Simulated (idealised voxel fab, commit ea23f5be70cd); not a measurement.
Documented hereafter: the process module known as voxel transistor to metal.
In the cross-section labelled cut, the width is 285 nm and each square cell is 5 nm.
A cross-section is a grid of square cells, given in bands from the top down. A band is one or more rows of cells.
Quick guide to a band line: top height, bottom height (nm) up front; then every material left to right with its width in nm. Only one material and it's marked "full width"? Then it fills the band edge to edge. And "blank" just means empty space.
Measure heights from 0. That's the level where, below it, the as-received wafer is all one material. The lowest band is bottomless and extends downward; write it as in "0 -> down".
You'd read "30 to 40" like this: the band's top row of cells is as wide as the first number, its bottom row is as wide as the second, and going down, every row changes width by the same amount as the row before did.
"no modifications", as given for a step, is the statement that not any cell of the cross-section underwent a change during that step.
This entry, "Closed void inventory", enumerates those empty regions of no fewer than 8 cells that possess no open connection to the top. Each region is reported in the form width x height at distance, the distance being taken from the left edge, with all three quantities expressed in nm.
Formally, on a step line, whatever follows the settings is a remark that the simulator itself makes on the step.
Steps that use a mask can have "overlay nm" on their line. It says how far the mask sat to the right of where it was meant to be. Negative means to the left.
The planned process steps are enumerated hereunder:
1 RECEIVE [material Si]
2 CONFORMAL_DEP [material SiO2] [thk nm 5]
3 CONFORMAL_DEP [material SiN] [thk nm 10]
4 PATTERN [tone cover] [mask id ACTIVE] [material resist] [width nm 115] [pitch nm 140] [thk nm 15] [overlay nm 0]
5 DIRECTIONAL_ETCH [etch materials SiN] [depth nm 10]
6 DIRECTIONAL_ETCH [etch materials SiO2] [depth nm 5]
7 DIRECTIONAL_ETCH [etch materials Si] [depth nm 25]
8 STRIP [etch materials resist]
9 OXIDIZE [depth nm 5]
10 FILL_DEP [material SiO2] [thk nm 5]
11 CMP [height nm 15]
12 SELECTIVE_ETCH [etch materials SiO2] [depth nm 5]
13 STRIP [etch materials SiN]
14 SELECTIVE_ETCH [etch materials SiO2] [depth nm 5]
15 OXIDIZE [depth nm 5]
16 DIRECTIONAL_DEP [material polySi] [thk nm 25]
17 DIRECTIONAL_DEP [material SiCN] [thk nm 10]
18 PATTERN [tone cover] [mask id GATE] [material resist] [width nm 25] [pitch nm 140] [thk nm 20] [overlay nm 0]
19 DIRECTIONAL_ETCH [etch materials SiCN] [depth nm 20]
20 DIRECTIONAL_ETCH [etch materials polySi] [depth nm 35]
21 STRIP [etch materials resist]
22 CONFORMAL_DEP [material SiO2] [thk nm 5]
23 DIRECTIONAL_ETCH [etch materials SiO2] [depth nm 5]
24 CONFORMAL_DEP [material SiN] [thk nm 10]
25 DIRECTIONAL_ETCH [etch materials SiN] [depth nm 10]
26 DIRECTIONAL_ETCH [etch materials SiO2] [depth nm 5]
27 DIRECTIONAL_ETCH [etch materials Si] [depth nm 5]
28 EPI [material nSi] [thk nm 5]
29 FILL_DEP [material SiO2] [thk nm 5]
30 CMP [height nm 35]
31 DIRECTIONAL_DEP [material SiO2] [thk nm 10]
32 DIRECTIONAL_DEP [material aC] [thk nm 10]
33 PATTERN [tone open] [mask id CONTACT] [material resist] [width nm 35] [pitch nm 70] [thk nm 30] [overlay nm 0]
34 DIRECTIONAL_ETCH [etch materials aC] [depth nm 10]
35 STRIP [etch materials resist]
36 DIRECTIONAL_ETCH [etch materials SiO2] [depth nm 50]
37 STRIP [etch materials aC]
38 CONFORMAL_DEP [material TiN] [thk nm 5]
39 FILL_DEP [material W] [thk nm 5]
40 CMP [height nm 45]
41 DIRECTIONAL_DEP [material TiN] [thk nm 5]
42 DIRECTIONAL_DEP [material W] [thk nm 25]
43 PATTERN [tone cover] [mask id METAL_1] [material resist] [width nm 20] [thk nm 15] [overlay nm 0]
44 DIRECTIONAL_ETCH [etch materials W] [depth nm 25]
45 DIRECTIONAL_ETCH [etch materials TiN] [depth nm 5]
46 STRIP [etch materials resist]
47 CONFORMAL_DEP [material SiN] [thk nm 5]
48 FILL_DEP [material SiO2] [thk nm 10]
49 CMP [height nm 75]
50 CONFORMAL_DEP [material SiCN] [thk nm 5]
As received, after step 1:
	0 -> down: Si full width
	Closed void inventory: none
First wafer at the end, as planned:
	80 -> 75: SiCN full width
	75 -> 50: SiO2=15  SiN=5  W=20  SiN=5  SiO2=55  SiN=5  W=20  SiN=5  SiO2=25  SiN=5  W=20  SiN=5  SiO2=55  SiN=5  W=20  SiN=5  SiO2=15
	50 -> 45: SiN=20  TiN=20  SiN=65  TiN=20  SiN=35  TiN=20  SiN=65  TiN=20  SiN=20
	45 -> 35: SiO2=20  TiN=5  W=25 to 15  TiN=5 to 15  SiO2=35  TiN=5 to 15  W=25 to 15  TiN=5  SiO2=35  TiN=5  W=25 to 15  TiN=5 to 15  SiO2=35  TiN=5 to 15  W=25 to 15  TiN=5  SiO2=20
	35 -> 25: SiO2=20  TiN=5  W=15  TiN=5  SiN=10  SiO2=5  SiCN=25  SiO2=5  SiN=10  TiN=5  W=15  TiN=5  SiO2=35  TiN=5  W=15  TiN=5  SiN=10  SiO2=5  SiCN=25  SiO2=5  SiN=10  TiN=5  W=15  TiN=5  SiO2=20
	25 -> 10: SiO2=20  TiN=5  W=15  TiN=5  SiN=10  SiO2=5  polySi=25  SiO2=5  SiN=10  TiN=5  W=15  TiN=5  SiO2=35  TiN=5  W=15  TiN=5  SiN=10  SiO2=5  polySi=25  SiO2=5  SiN=10  TiN=5  W=15  TiN=5  SiO2=20
	10 -> 5: SiO2=20  TiN=10  W=10  TiN=5  SiN=10  SiO2=5  polySi=25  SiO2=5  SiN=10  TiN=5  W=10  TiN=10  SiO2=35  TiN=10  W=10  TiN=5  SiN=10  SiO2=5  polySi=25  SiO2=5  SiN=10  TiN=5  W=10  TiN=10  SiO2=20
	5 -> 0: SiO2=15  SiN=10  TiN=20  SiN=10  SiO2=5  polySi=25  SiO2=5  SiN=10  TiN=20  SiN=10  SiO2=25  SiN=10  TiN=20  SiN=10  SiO2=5  polySi=25  SiO2=5  SiN=10  TiN=20  SiN=10  SiO2=15
	0 -> -5: SiO2=25  nSi=5  TiN=10  nSi=5  SiO2=55  nSi=5  TiN=10  nSi=5  SiO2=45  nSi=5  TiN=10  nSi=5  SiO2=55  nSi=5  TiN=10  nSi=5  SiO2=25
	-5 -> -10: SiO2=20  Si=5  nSi=20  Si=55  nSi=20  Si=5  SiO2=35  Si=5  nSi=20  Si=55  nSi=20  Si=5  SiO2=20
	-10 -> -30: SiO2=20  Si=105  SiO2=35  Si=105  SiO2=20
	-30 -> down: Si full width
	Closed void inventory: none
Wafer two (of two), end-of-module cross-section: start = wafer one, plan = wafer one, one run mistake:
	80 -> 75: SiCN full width
	75 -> 50: SiO2=15  SiN=5  W=20  SiN=5  SiO2=55  SiN=5  W=20  SiN=5  SiO2=25  SiN=5  W=20  SiN=5  SiO2=55  SiN=5  W=20  SiN=5  SiO2=15
	50 -> 45: SiN=20  TiN=20  SiN=65  TiN=20  SiN=35  TiN=20  SiN=65  TiN=20  SiN=20
	45 -> 35: SiO2=20  TiN=5  W=25  TiN=5  SiO2=35  TiN=5  W=25  TiN=5  SiO2=35  TiN=5  W=25  TiN=5  SiO2=35  TiN=5  W=25  TiN=5  SiO2=20
	35 -> 25: SiO2=20  TiN=5  W=25  TiN=5  SiO2=5  SiCN=25  SiO2=5  TiN=5  W=25  TiN=5  SiO2=35  TiN=5  W=25  TiN=5  SiO2=5  SiCN=25  SiO2=5  TiN=5  W=25  TiN=5  SiO2=20
	25 -> 5: SiO2=20  TiN=5  W=25  TiN=5  SiO2=5  polySi=25  SiO2=5  TiN=5  W=25  TiN=5  SiO2=35  TiN=5  W=25  TiN=5  SiO2=5  polySi=25  SiO2=5  TiN=5  W=25  TiN=5  SiO2=20
	5 -> 0: SiO2=20  TiN=5  W=20  TiN=10  SiO2=5  polySi=25  SiO2=5  TiN=10  W=20  TiN=5  SiO2=35  TiN=5  W=20  TiN=10  SiO2=5  polySi=25  SiO2=5  TiN=10  W=20  TiN=5  SiO2=20
	0 -> -5: SiO2=20  TiN=30  nSi=5  SiO2=35  nSi=5  TiN=30  SiO2=35  TiN=30  nSi=5  SiO2=35  nSi=5  TiN=30  SiO2=20
	-5 -> -10: SiO2=20  nSi=35  Si=35  nSi=35  SiO2=35  nSi=35  Si=35  nSi=35  SiO2=20
	-10 -> -30: SiO2=20  Si=105  SiO2=35  Si=105  SiO2=20
	-30 -> down: Si full width
	Closed void inventory: none
Nonconformance to the process plan: step 24 in the plan did not get run; it was skipped
Looking at both finished wafers in cells, the second ends up ahead of or behind the first on some materials: Si -12 | SiN -64 | SiO2 -8 | W +76 | nSi +8
